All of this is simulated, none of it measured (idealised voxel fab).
Herein follows the process module entitled voxel wiring stack.
It is cross-section cut that appears here, measuring 160 nm in width, its square cells being 5 nm in size.
We lay out every cross-section as a grid of square cells and spell it out in bands from the top down, where one band means one or more rows of cells.
The entry gives the band's vertical extent as a top height and a bottom height in nm, then its horizontal make-up as materials from left to right, each with a width in nm. "air" stands for empty space; a single material marked "all across" fills the band edge to edge.
A quick word on heights: they are counted from 0, and under that level the wafer as it came to us is one material throughout. The lowest band is different from the rest in having no bottom; it simply continues downward, written as in "from 0 down".
The expression "30..40" gives the width at the extremes of the band, the first number at its top row of cells and the second at its bottom row, with the width changing by equal amounts from each row to the next in between.
You'll sometimes find "all unchanged" written for a step, and that's the way of saying that nowhere in the cross-section did a cell change during that step.
Reported under the label "Enclosed void catalog" are the empty spaces having no open way to the top and comprising 8 cells or more; the notation for each is width x height at distance, in which the distance is measured from the left edge and all three values are in nm.
The remark found on a step's line after its settings is issued by the simulator itself and pertains to that step.
When a step includes a mask, the "overlay nm" setting on its line states how far to the right of its planned place that mask lay, and negative values state how far to the left.
-- Steps in the process plan
1. RECEIVE | material Si
2. CONFORMAL_DEP | material SiO2 | thk nm 15
3. CONFORMAL_DEP | material SiCN | thk nm 5
4. DIRECTIONAL_DEP | material lowk | thk nm 20
5. DIRECTIONAL_DEP | material aC | thk nm 15
6. PATTERN | tone open | mask id METAL_1 | material resist | width nm 25 | pitch nm 45 | thk nm 30 | overlay nm 0
7. DIRECTIONAL_ETCH | etch materials aC | depth nm 15
8. STRIP | etch materials resist
9. DIRECTIONAL_ETCH | etch materials lowk | depth nm 20
10. DIRECTIONAL_ETCH | etch materials SiCN | depth nm 5
11. STRIP | etch materials aC
12. CONFORMAL_DEP | material TiN | thk nm 5
13. FILL_DEP | material Cu | thk nm 5
14. CMP | height nm 40
15. CONFORMAL_DEP | material SiCN | thk nm 5
16. DIRECTIONAL_DEP | material lowk | thk nm 15
17. MASKED_ETCH | tone open | mask id PLUG_1 | width nm 15 | pitch nm 45 | etch materials lowk | depth nm 15 | overlay nm 0
18. MASKED_ETCH | tone open | mask id PLUG_1 | width nm 15 | pitch nm 45 | etch materials SiCN | depth nm 5 | overlay nm 0
19. EPI | material Ru | thk nm 10
20. EPI | material Ru | thk nm 10
21. CONFORMAL_DEP | material SiCN | thk nm 5
22. DIRECTIONAL_DEP | material SiO2 | thk nm 20
23. PATTERN | tone open | mask id METAL_2 | material resist | width nm 25 | pitch nm 45 | thk nm 15 | overlay nm 0
24. DIRECTIONAL_ETCH | etch materials SiO2 | depth nm 20
25. DIRECTIONAL_ETCH | etch materials SiCN | depth nm 5
26. STRIP | etch materials resist
27. CONFORMAL_DEP | material TiN | thk nm 5
28. FILL_DEP | material W | thk nm 10
29. CMP | height nm 85
30. CONFORMAL_DEP | material SiCN | thk nm 5
31. DIRECTIONAL_DEP | material SiO2 | thk nm 35
32. PATTERN | tone open | mask id METAL_3_HOLES | material resist | width nm 15 | pitch nm 45 | thk nm 20 | overlay nm 0
33. DIRECTIONAL_ETCH | etch materials SiO2 | depth nm 35
34. STRIP | etch materials resist
35. DIRECTIONAL_DEP | material aC | thk nm 10
36. PATTERN | tone open | mask id METAL_3 | material resist | width nm 25 | pitch nm 45 | thk nm 30 | overlay nm 0
37. DIRECTIONAL_ETCH | etch materials aC | depth nm 10
38. STRIP | etch materials resist
39. DIRECTIONAL_ETCH | etch materials SiO2 | depth nm 20
40. DIRECTIONAL_ETCH | etch materials SiCN | depth nm 5
41. STRIP | etch materials aC
42. CONFORMAL_DEP | material TiN | thk nm 5
43. FILL_DEP | material Cu | thk nm 10
44. CMP | height nm 125
45. CONFORMAL_DEP | material SiCN | thk nm 5
46. DIRECTIONAL_DEP | material SiO2 | thk nm 10
47. PATTERN | tone open | mask id PLUG_3 | material resist | width nm 15 | pitch nm 45 | thk nm 15 | overlay nm 0
48. DIRECTIONAL_ETCH | etch materials SiO2 | depth nm 10
49. DIRECTIONAL_ETCH | etch materials SiCN | depth nm 5
50. STRIP | etch materials resist
51. EPI | material Ru | thk nm 10
52. EPI | material Ru | thk nm 5
53. DIRECTIONAL_DEP | material TiN | thk nm 5
54. DIRECTIONAL_DEP | material Ru | thk nm 20
55. PATTERN | tone cover | mask id METAL_4 | material resist | width nm 25 | pitch nm 45 | thk nm 15 | overlay nm 0
56. DIRECTIONAL_ETCH | etch materials Ru | depth nm 20
57. DIRECTIONAL_ETCH | etch materials TiN | depth nm 5
58. STRIP | etch materials resist
59. CONFORMAL_DEP | material SiN | thk nm 5
60. FILL_DEP | material lowk | thk nm 10
61. CMP | height nm 165
62. CONFORMAL_DEP | material SiCN | thk nm 5
-- The first of a set of two wafers, run to plan
-- Step 1 complete: cross-section of the wafer as received
	from 0 down  Si all across
	Enclosed void catalog: none
-- Cross-section through the wafer, step 2 finished
	from 15 to 0  SiO2 all across
	All layers under 0 are left as they were.
-- Cross-section through the wafer, step 3 finished
	from 20 to 15  SiCN all across
	All layers under 15 are left as they were.
-- Cross-section through the wafer, step 4 finished
	from 40 to 20  lowk all across
	All layers under 20 are left as they were.
-- Cross-section through the wafer, step 5 finished
	from 55 to 40  aC all across
	All layers under 40 are left as they were.
-- Cross-section through the wafer, step 6 finished
	from 85 to 55  45 resist | 25 air | 20 resist | 25 air | 45 resist
	All layers under 55 are left as they were.
-- Cross-section through the wafer, step 7 finished
	from 70 to 55  45 resist | 25 air | 20 resist | 25 air | 45 resist
	from 55 to 40  45 aC | 25 air | 20 aC | 25 air | 45 aC
	All layers under 40 are left as they were.
-- Cross-section through the wafer, step 8 finished
	from 55 to 40  45 aC | 25 air | 20 aC | 25 air | 45 aC
	All layers under 40 are left as they were.
-- Cross-section through the wafer, step 9 finished
	from 55 to 40  45 aC | 25 air | 20 aC | 25 air | 45 aC
	from 40 to 20  45 lowk | 25 air | 20 lowk | 25 air | 45 lowk
	All layers under 20 are left as they were.
-- Cross-section through the wafer, step 10 finished
	from 55 to 40  45 aC | 25 air | 20 aC | 25 air | 45 aC
	from 40 to 20  45 lowk | 25 air | 20 lowk | 25 air | 45 lowk
	from 20 to 15  45 SiCN | 25 air | 20 SiCN | 25 air | 45 SiCN
	All layers under 15 are left as they were.
-- Cross-section through the wafer, step 11 finished
	from 40 to 20  45 lowk | 25 air | 20 lowk | 25 air | 45 lowk
	All layers under 20 are left as they were.
-- Cross-section through the wafer, step 12 finished
	from 45 to 40  50 TiN | 15 air | 30 TiN | 15 air | 50 TiN
	from 40 to 20  45 lowk | 5 TiN | 15 air | 5 TiN | 20 lowk | 5 TiN | 15 air | 5 TiN | 45 lowk
	from 20 to 15  45 SiCN | 25 TiN | 20 SiCN | 25 TiN | 45 SiCN
	All layers under 15 are left as they were.
-- Cross-section through the wafer, step 13 finished
	from 50 to 45  Cu all across
	from 45 to 40  50 TiN | 15 Cu | 30 TiN | 15 Cu | 50 TiN
	from 40 to 20  45 lowk | 5 TiN | 15 Cu | 5 TiN | 20 lowk | 5 TiN | 15 Cu | 5 TiN | 45 lowk
	All layers under 20 are left as they were.
-- Cross-section through the wafer, step 14 finished
	from 40 to 20  45 lowk | 5 TiN | 15 Cu | 5 TiN | 20 lowk | 5 TiN | 15 Cu | 5 TiN | 45 lowk
	All layers under 20 are left as they were.
-- Cross-section through the wafer, step 15 finished
	from 45 to 40  SiCN all across
	All layers under 40 are left as they were.
-- Cross-section through the wafer, step 16 finished
	from 60 to 45  lowk all across
	All layers under 45 are left as they were.
-- Cross-section through the wafer, step 17 finished
	from 60 to 45  45 lowk | 15 air | 30 lowk | 15 air | 55 lowk
	All layers under 45 are left as they were.
-- Cross-section through the wafer, step 18 finished
	from 60 to 45  45 lowk | 15 air | 30 lowk | 15 air | 55 lowk
	from 45 to 40  45 SiCN | 15 air | 30 SiCN | 15 air | 55 SiCN
	All layers under 40 are left as they were.
-- Cross-section through the wafer, step 19 finished
	from 60 to 50  45 lowk | 15 air | 30 lowk | 15 air | 55 lowk
	from 50 to 45  45 lowk | 15 Ru | 30 lowk | 15 Ru | 55 lowk
	from 45 to 40  45 SiCN | 15 Ru | 30 SiCN | 15 Ru | 55 SiCN
	All layers under 40 are left as they were.
-- Cross-section through the wafer, step 20 finished
	from 60 to 45  45 lowk | 15 Ru | 30 lowk | 15 Ru | 55 lowk
	All layers under 45 are left as they were.
-- Cross-section through the wafer, step 21 finished
	from 65 to 60  SiCN all across
	All layers under 60 are left as they were.
-- Cross-section through the wafer, step 22 finished
	from 85 to 65  SiO2 all across
	All layers under 65 are left as they were.
-- Cross-section through the wafer, step 23 finished
	from 100 to 85  45 resist | 25 air | 20 resist | 25 air | 45 resist
	All layers under 85 are left as they were.
-- Cross-section through the wafer, step 24 finished
	from 100 to 85  45 resist | 25 air | 20 resist | 25 air | 45 resist
	from 85 to 65  45 SiO2 | 25 air | 20 SiO2 | 25 air | 45 SiO2
	All layers under 65 are left as they were.
-- Cross-section through the wafer, step 25 finished
	from 100 to 85  45 resist | 25 air | 20 resist | 25 air | 45 resist
	from 85 to 65  45 SiO2 | 25 air | 20 SiO2 | 25 air | 45 SiO2
	from 65 to 60  45 SiCN | 25 air | 20 SiCN | 25 air | 45 SiCN
	All layers under 60 are left as they were.
-- Cross-section through the wafer, step 26 finished
	from 85 to 65  45 SiO2 | 25 air | 20 SiO2 | 25 air | 45 SiO2
	All layers under 65 are left as they were.
-- Cross-section through the wafer, step 27 finished
	from 90 to 85  50 TiN | 15 air | 30 TiN | 15 air | 50 TiN
	from 85 to 65  45 SiO2 | 5 TiN | 15 air | 5 TiN | 20 SiO2 | 5 TiN | 15 air | 5 TiN | 45 SiO2
	from 65 to 60  45 SiCN | 25 TiN | 20 SiCN | 25 TiN | 45 SiCN
	All layers under 60 are left as they were.
-- Cross-section through the wafer, step 28 finished
	from 100 to 90  W all across
	from 90 to 85  50 TiN | 15 W | 30 TiN | 15 W | 50 TiN
	from 85 to 65  45 SiO2 | 5 TiN | 15 W | 5 TiN | 20 SiO2 | 5 TiN | 15 W | 5 TiN | 45 SiO2
	All layers under 65 are left as they were.
-- Cross-section through the wafer, step 29 finished
	from 85 to 65  45 SiO2 | 5 TiN | 15 W | 5 TiN | 20 SiO2 | 5 TiN | 15 W | 5 TiN | 45 SiO2
	All layers under 65 are left as they were.
-- Cross-section through the wafer, step 30 finished
	from 90 to 85  SiCN all across
	All layers under 85 are left as they were.
-- Cross-section through the wafer, step 31 finished
	from 125 to 90  SiO2 all across
	All layers under 90 are left as they were.
-- Cross-section through the wafer, step 32 finished
	from 145 to 125  45 resist | 15 air | 30 resist | 15 air | 55 resist
	All layers under 125 are left as they were.
-- Cross-section through the wafer, step 33 finished
	from 145 to 125  45 resist | 15 air | 30 resist | 15 air | 55 resist
	from 125 to 90  45 SiO2 | 15 air | 30 SiO2 | 15 air | 55 SiO2
	All layers under 90 are left as they were.
-- Cross-section through the wafer, step 34 finished
	from 125 to 90  45 SiO2 | 15 air | 30 SiO2 | 15 air | 55 SiO2
	All layers under 90 are left as they were.
-- Cross-section through the wafer, step 35 finished
	from 135 to 125  45 aC | 15 air | 30 aC | 15 air | 55 aC
	from 125 to 100  45 SiO2 | 15 air | 30 SiO2 | 15 air | 55 SiO2
	from 100 to 90  45 SiO2 | 15 aC | 30 SiO2 | 15 aC | 55 SiO2
	All layers under 90 are left as they were.
-- Cross-section through the wafer, step 36 finished
	from 165 to 135  45 resist | 25 air | 20 resist | 25 air | 45 resist
	All layers under 135 are left as they were.
-- Cross-section through the wafer, step 37 finished
	from 155 to 135  45 resist | 25 air | 20 resist | 25 air | 45 resist
	from 135 to 125  45 aC | 25 air | 20 aC | 25 air | 45 aC
	from 125 to 90  45 SiO2 | 15 air | 30 SiO2 | 15 air | 55 SiO2
	All layers under 90 are left as they were.
-- Cross-section through the wafer, step 38 finished
	from 135 to 125  45 aC | 25 air | 20 aC | 25 air | 45 aC
	All layers under 125 are left as they were.
-- Cross-section through the wafer, step 39 finished
	from 135 to 125  45 aC | 25 air | 20 aC | 25 air | 45 aC
	from 125 to 105  45 SiO2 | 25 air | 20 SiO2 | 25 air | 45 SiO2
	All layers under 105 are left as they were.
-- Cross-section through the wafer, step 40 finished
	from 135 to 125  45 aC | 25 air | 20 aC | 25 air | 45 aC
	from 125 to 105  45 SiO2 | 25 air | 20 SiO2 | 25 air | 45 SiO2
	from 105 to 90  45 SiO2 | 15 air | 30 SiO2 | 15 air | 55 SiO2
	from 90 to 85  45 SiCN | 15 air | 30 SiCN | 15 air | 55 SiCN
	All layers under 85 are left as they were.
-- Cross-section through the wafer, step 41 finished
	from 125 to 105  45 SiO2 | 25 air | 20 SiO2 | 25 air | 45 SiO2
	All layers under 105 are left as they were.
-- Cross-section through the wafer, step 42 finished
	from 130 to 125  50 TiN | 15 air | 30 TiN | 15 air | 50 TiN
	from 125 to 110  45 SiO2 | 5 TiN | 15 air | 5 TiN | 20 SiO2 | 5 TiN | 15 air | 5 TiN | 45 SiO2
	from 110 to 105  45 SiO2 | 5 TiN | 5 air | 15 TiN | 20 SiO2 | 5 TiN | 5 air | 15 TiN | 45 SiO2
	from 105 to 90  45 SiO2 | 5 TiN | 5 air | 5 TiN | 30 SiO2 | 5 TiN | 5 air | 5 TiN | 55 SiO2
	from 90 to 85  45 SiCN | 15 TiN | 30 SiCN | 15 TiN | 55 SiCN
	All layers under 85 are left as they were.
-- Cross-section through the wafer, step 43 finished
	from 140 to 130  Cu all across
	from 130 to 125  50 TiN | 15 Cu | 30 TiN | 15 Cu | 50 TiN
	from 125 to 110  45 SiO2 | 5 TiN | 15 Cu | 5 TiN | 20 SiO2 | 5 TiN | 15 Cu | 5 TiN | 45 SiO2
	from 110 to 105  45 SiO2 | 5 TiN | 5 Cu | 15 TiN | 20 SiO2 | 5 TiN | 5 Cu | 15 TiN | 45 SiO2
	from 105 to 90  45 SiO2 | 5 TiN | 5 Cu | 5 TiN | 30 SiO2 | 5 TiN | 5 Cu | 5 TiN | 55 SiO2
	All layers under 90 are left as they were.
-- Cross-section through the wafer, step 44 finished
	from 125 to 110  45 SiO2 | 5 TiN | 15 Cu | 5 TiN | 20 SiO2 | 5 TiN | 15 Cu | 5 TiN | 45 SiO2
	All layers under 110 are left as they were.
-- Cross-section through the wafer, step 45 finished
	from 130 to 125  SiCN all across
	All layers under 125 are left as they were.
-- Cross-section through the wafer, step 46 finished
	from 140 to 130  SiO2 all across
	All layers under 130 are left as they were.
-- Cross-section through the wafer, step 47 finished
	from 155 to 140  45 resist | 15 air | 30 resist | 15 air | 55 resist
	All layers under 140 are left as they were.
-- Cross-section through the wafer, step 48 finished
	from 155 to 140  45 resist | 15 air | 30 resist | 15 air | 55 resist
	from 140 to 130  45 SiO2 | 15 air | 30 SiO2 | 15 air | 55 SiO2
	All layers under 130 are left as they were.
-- Cross-section through the wafer, step 49 finished
	from 155 to 140  45 resist | 15 air | 30 resist | 15 air | 55 resist
	from 140 to 130  45 SiO2 | 15 air | 30 SiO2 | 15 air | 55 SiO2
	from 130 to 125  45 SiCN | 15 air | 30 SiCN | 15 air | 55 SiCN
	All layers under 125 are left as they were.
-- Cross-section through the wafer, step 50 finished
	from 140 to 130  45 SiO2 | 15 air | 30 SiO2 | 15 air | 55 SiO2
	All layers under 130 are left as they were.
-- Cross-section through the wafer, step 51 finished
	from 140 to 135  45 SiO2 | 15 air | 30 SiO2 | 15 air | 55 SiO2
	from 135 to 130  45 SiO2 | 15 Ru | 30 SiO2 | 15 Ru | 55 SiO2
	from 130 to 125  45 SiCN | 15 Ru | 30 SiCN | 15 Ru | 55 SiCN
	All layers under 125 are left as they were.
-- Cross-section through the wafer, step 52 finished
	from 140 to 130  45 SiO2 | 15 Ru | 30 SiO2 | 15 Ru | 55 SiO2
	All layers under 130 are left as they were.
-- Cross-section through the wafer, step 53 finished
	from 145 to 140  TiN all across
	All layers under 140 are left as they were.
-- Cross-section through the wafer, step 54 finished
	from 165 to 145  Ru all across
	All layers under 145 are left as they were.
-- Cross-section through the wafer, step 55 finished
	from 180 to 165  45 air | 25 resist | 20 air | 25 resist | 45 air
	All layers under 165 are left as they were.
-- Cross-section through the wafer, step 56 finished
	from 180 to 165  45 air | 25 resist | 20 air | 25 resist | 45 air
	from 165 to 145  45 air | 25 Ru | 20 air | 25 Ru | 45 air
	All layers under 145 are left as they were.
-- Cross-section through the wafer, step 57 finished
	from 180 to 165  45 air | 25 resist | 20 air | 25 resist | 45 air
	from 165 to 145  45 air | 25 Ru | 20 air | 25 Ru | 45 air
	from 145 to 140  45 air | 25 TiN | 20 air | 25 TiN | 45 air
	All layers under 140 are left as they were.
-- Cross-section through the wafer, step 58 finished
	from 165 to 145  45 air | 25 Ru | 20 air | 25 Ru | 45 air
	All layers under 145 are left as they were.
-- Cross-section through the wafer, step 59 finished
	from 170 to 165  40 air | 35 SiN | 10 air | 35 SiN | 40 air
	from 165 to 145  40 air | 5 SiN | 25 Ru | 5 SiN | 10 air | 5 SiN | 25 Ru | 5 SiN | 40 air
	from 145 to 140  45 SiN | 25 TiN | 20 SiN | 25 TiN | 45 SiN
	All layers under 140 are left as they were.
-- Cross-section through the wafer, step 60 finished
	from 180 to 170  lowk all across
	from 170 to 165  40 lowk | 35 SiN | 10 lowk | 35 SiN | 40 lowk
	from 165 to 145  40 lowk | 5 SiN | 25 Ru | 5 SiN | 10 lowk | 5 SiN | 25 Ru | 5 SiN | 40 lowk
	All layers under 145 are left as they were.
-- Cross-section through the wafer, step 61 finished
	from 165 to 145  40 lowk | 5 SiN | 25 Ru | 5 SiN | 10 lowk | 5 SiN | 25 Ru | 5 SiN | 40 lowk
	All layers under 145 are left as they were.
-- Cross-section through the wafer, step 62 finished
	from 170 to 165  SiCN all across
	All layers under 165 are left as they were.
-- second wafer: like start, like plan, one mistake. Through step 20 it matches the first wafer
-- At the planned end of step 21, the second wafer in cross-section
	from 65 to 60  Ru all across
	All layers under 60 are left as they were.
-- At the planned end of step 22, the second wafer in cross-section
	from 85 to 65  SiO2 all across
	All layers under 65 are left as they were.
-- At the planned end of step 23, the second wafer in cross-section
	from 100 to 85  45 resist | 25 air | 20 resist | 25 air | 45 resist
	All layers under 85 are left as they were.
-- At the planned end of step 24, the second wafer in cross-section
	from 100 to 85  45 resist | 25 air | 20 resist | 25 air | 45 resist
	from 85 to 65  45 SiO2 | 25 air | 20 SiO2 | 25 air | 45 SiO2
	All layers under 65 are left as they were.
At the planned end of step 25, the second wafer in cross-section: all unchanged
-- At the planned end of step 26, the second wafer in cross-section
	from 85 to 65  45 SiO2 | 25 air | 20 SiO2 | 25 air | 45 SiO2
	All layers under 65 are left as they were.
-- At the planned end of step 27, the second wafer in cross-section
	from 90 to 85  50 TiN | 15 air | 30 TiN | 15 air | 50 TiN
	from 85 to 70  45 SiO2 | 5 TiN | 15 air | 5 TiN | 20 SiO2 | 5 TiN | 15 air | 5 TiN | 45 SiO2
	from 70 to 65  45 SiO2 | 25 TiN | 20 SiO2 | 25 TiN | 45 SiO2
	All layers under 65 are left as they were.
-- At the planned end of step 28, the second wafer in cross-section
	from 100 to 90  W all across
	from 90 to 85  50 TiN | 15 W | 30 TiN | 15 W | 50 TiN
	from 85 to 70  45 SiO2 | 5 TiN | 15 W | 5 TiN | 20 SiO2 | 5 TiN | 15 W | 5 TiN | 45 SiO2
	All layers under 70 are left as they were.
-- At the planned end of step 29, the second wafer in cross-section
	from 85 to 70  45 SiO2 | 5 TiN | 15 W | 5 TiN | 20 SiO2 | 5 TiN | 15 W | 5 TiN | 45 SiO2
	All layers under 70 are left as they were.
-- At the planned end of step 30, the second wafer in cross-section
	from 90 to 85  SiCN all across
	All layers under 85 are left as they were.
-- At the planned end of step 31, the second wafer in cross-section
	from 125 to 90  SiO2 all across
	All layers under 90 are left as they were.
-- At the planned end of step 32, the second wafer in cross-section
	from 145 to 125  45 resist | 15 air | 30 resist | 15 air | 55 resist
	All layers under 125 are left as they were.
-- At the planned end of step 33, the second wafer in cross-section
	from 145 to 125  45 resist | 15 air | 30 resist | 15 air | 55 resist
	from 125 to 90  45 SiO2 | 15 air | 30 SiO2 | 15 air | 55 SiO2
	All layers under 90 are left as they were.
-- At the planned end of step 34, the second wafer in cross-section
	from 125 to 90  45 SiO2 | 15 air | 30 SiO2 | 15 air | 55 SiO2
	All layers under 90 are left as they were.
-- At the planned end of step 35, the second wafer in cross-section
	from 135 to 125  45 aC | 15 air | 30 aC | 15 air | 55 aC
	from 125 to 100  45 SiO2 | 15 air | 30 SiO2 | 15 air | 55 SiO2
	from 100 to 90  45 SiO2 | 15 aC | 30 SiO2 | 15 aC | 55 SiO2
	All layers under 90 are left as they were.
-- At the planned end of step 36, the second wafer in cross-section
	from 165 to 135  45 resist | 25 air | 20 resist | 25 air | 45 resist
	All layers under 135 are left as they were.
-- At the planned end of step 37, the second wafer in cross-section
	from 155 to 135  45 resist | 25 air | 20 resist | 25 air | 45 resist
	from 135 to 125  45 aC | 25 air | 20 aC | 25 air | 45 aC
	from 125 to 90  45 SiO2 | 15 air | 30 SiO2 | 15 air | 55 SiO2
	All layers under 90 are left as they were.
-- At the planned end of step 38, the second wafer in cross-section
	from 135 to 125  45 aC | 25 air | 20 aC | 25 air | 45 aC
	All layers under 125 are left as they were.
-- At the planned end of step 39, the second wafer in cross-section
	from 135 to 125  45 aC | 25 air | 20 aC | 25 air | 45 aC
	from 125 to 105  45 SiO2 | 25 air | 20 SiO2 | 25 air | 45 SiO2
	All layers under 105 are left as they were.
-- At the planned end of step 40, the second wafer in cross-section
	from 135 to 125  45 aC | 25 air | 20 aC | 25 air | 45 aC
	from 125 to 105  45 SiO2 | 25 air | 20 SiO2 | 25 air | 45 SiO2
	from 105 to 90  45 SiO2 | 15 air | 30 SiO2 | 15 air | 55 SiO2
	from 90 to 85  45 SiCN | 15 air | 30 SiCN | 15 air | 55 SiCN
	All layers under 85 are left as they were.
-- At the planned end of step 41, the second wafer in cross-section
	from 125 to 105  45 SiO2 | 25 air | 20 SiO2 | 25 air | 45 SiO2
	All layers under 105 are left as they were.
-- At the planned end of step 42, the second wafer in cross-section
	from 130 to 125  50 TiN | 15 air | 30 TiN | 15 air | 50 TiN
	from 125 to 110  45 SiO2 | 5 TiN | 15 air | 5 TiN | 20 SiO2 | 5 TiN | 15 air | 5 TiN | 45 SiO2
	from 110 to 105  45 SiO2 | 5 TiN | 5 air | 15 TiN | 20 SiO2 | 5 TiN | 5 air | 15 TiN | 45 SiO2
	from 105 to 90  45 SiO2 | 5 TiN | 5 air | 5 TiN | 30 SiO2 | 5 TiN | 5 air | 5 TiN | 55 SiO2
	from 90 to 85  45 SiCN | 15 TiN | 30 SiCN | 15 TiN | 55 SiCN
	All layers under 85 are left as they were.
-- At the planned end of step 43, the second wafer in cross-section
	from 140 to 130  Cu all across
	from 130 to 125  50 TiN | 15 Cu | 30 TiN | 15 Cu | 50 TiN
	from 125 to 110  45 SiO2 | 5 TiN | 15 Cu | 5 TiN | 20 SiO2 | 5 TiN | 15 Cu | 5 TiN | 45 SiO2
	from 110 to 105  45 SiO2 | 5 TiN | 5 Cu | 15 TiN | 20 SiO2 | 5 TiN | 5 Cu | 15 TiN | 45 SiO2
	from 105 to 90  45 SiO2 | 5 TiN | 5 Cu | 5 TiN | 30 SiO2 | 5 TiN | 5 Cu | 5 TiN | 55 SiO2
	All layers under 90 are left as they were.
-- At the planned end of step 44, the second wafer in cross-section
	from 125 to 110  45 SiO2 | 5 TiN | 15 Cu | 5 TiN | 20 SiO2 | 5 TiN | 15 Cu | 5 TiN | 45 SiO2
	All layers under 110 are left as they were.
-- At the planned end of step 45, the second wafer in cross-section
	from 130 to 125  SiCN all across
	All layers under 125 are left as they were.
-- At the planned end of step 46, the second wafer in cross-section
	from 140 to 130  SiO2 all across
	All layers under 130 are left as they were.
-- At the planned end of step 47, the second wafer in cross-section
	from 155 to 140  45 resist | 15 air | 30 resist | 15 air | 55 resist
	All layers under 140 are left as they were.
-- At the planned end of step 48, the second wafer in cross-section
	from 155 to 140  45 resist | 15 air | 30 resist | 15 air | 55 resist
	from 140 to 130  45 SiO2 | 15 air | 30 SiO2 | 15 air | 55 SiO2
	All layers under 130 are left as they were.
-- At the planned end of step 49, the second wafer in cross-section
	from 155 to 140  45 resist | 15 air | 30 resist | 15 air | 55 resist
	from 140 to 130  45 SiO2 | 15 air | 30 SiO2 | 15 air | 55 SiO2
	from 130 to 125  45 SiCN | 15 air | 30 SiCN | 15 air | 55 SiCN
	All layers under 125 are left as they were.
-- At the planned end of step 50, the second wafer in cross-section
	from 140 to 130  45 SiO2 | 15 air | 30 SiO2 | 15 air | 55 SiO2
	All layers under 130 are left as they were.
-- At the planned end of step 51, the second wafer in cross-section
	from 140 to 135  45 SiO2 | 15 air | 30 SiO2 | 15 air | 55 SiO2
	from 135 to 130  45 SiO2 | 15 Ru | 30 SiO2 | 15 Ru | 55 SiO2
	from 130 to 125  45 SiCN | 15 Ru | 30 SiCN | 15 Ru | 55 SiCN
	All layers under 125 are left as they were.
-- At the planned end of step 52, the second wafer in cross-section
	from 140 to 130  45 SiO2 | 15 Ru | 30 SiO2 | 15 Ru | 55 SiO2
	All layers under 130 are left as they were.
-- At the planned end of step 53, the second wafer in cross-section
	from 145 to 140  TiN all across
	All layers under 140 are left as they were.
-- At the planned end of step 54, the second wafer in cross-section
	from 165 to 145  Ru all across
	All layers under 145 are left as they were.
-- At the planned end of step 55, the second wafer in cross-section
	from 180 to 165  45 air | 25 resist | 20 air | 25 resist | 45 air
	All layers under 165 are left as they were.
-- At the planned end of step 56, the second wafer in cross-section
	from 180 to 165  45 air | 25 resist | 20 air | 25 resist | 45 air
	from 165 to 145  45 air | 25 Ru | 20 air | 25 Ru | 45 air
	All layers under 145 are left as they were.
-- At the planned end of step 57, the second wafer in cross-section
	from 180 to 165  45 air | 25 resist | 20 air | 25 resist | 45 air
	from 165 to 145  45 air | 25 Ru | 20 air | 25 Ru | 45 air
	from 145 to 140  45 air | 25 TiN | 20 air | 25 TiN | 45 air
	All layers under 140 are left as they were.
-- At the planned end of step 58, the second wafer in cross-section
	from 165 to 145  45 air | 25 Ru | 20 air | 25 Ru | 45 air
	All layers under 145 are left as they were.
-- At the planned end of step 59, the second wafer in cross-section
	from 170 to 165  40 air | 35 SiN | 10 air | 35 SiN | 40 air
	from 165 to 145  40 air | 5 SiN | 25 Ru | 5 SiN | 10 air | 5 SiN | 25 Ru | 5 SiN | 40 air
	from 145 to 140  45 SiN | 25 TiN | 20 SiN | 25 TiN | 45 SiN
	All layers under 140 are left as they were.
-- At the planned end of step 60, the second wafer in cross-section
	from 180 to 170  lowk all across
	from 170 to 165  40 lowk | 35 SiN | 10 lowk | 35 SiN | 40 lowk
	from 165 to 145  40 lowk | 5 SiN | 25 Ru | 5 SiN | 10 lowk | 5 SiN | 25 Ru | 5 SiN | 40 lowk
	All layers under 145 are left as they were.
-- At the planned end of step 61, the second wafer in cross-section
	from 165 to 145  40 lowk | 5 SiN | 25 Ru | 5 SiN | 10 lowk | 5 SiN | 25 Ru | 5 SiN | 40 lowk
	All layers under 145 are left as they were.
-- At the planned end of step 62, the second wafer in cross-section
	from 170 to 165  SiCN all across
	All layers under 165 are left as they were.
Heads up, the wafer didn't run the way we planned it: rather than as planned, step 21 actually ran as CONFORMAL_DEP | material Ru | thk nm 5
The final cell counts differ between the wafers, with the second having more or fewer of some materials than the first: Ru: 32 more; SiCN: 22 fewer; TiN: 4 fewer; W: 6 fewer
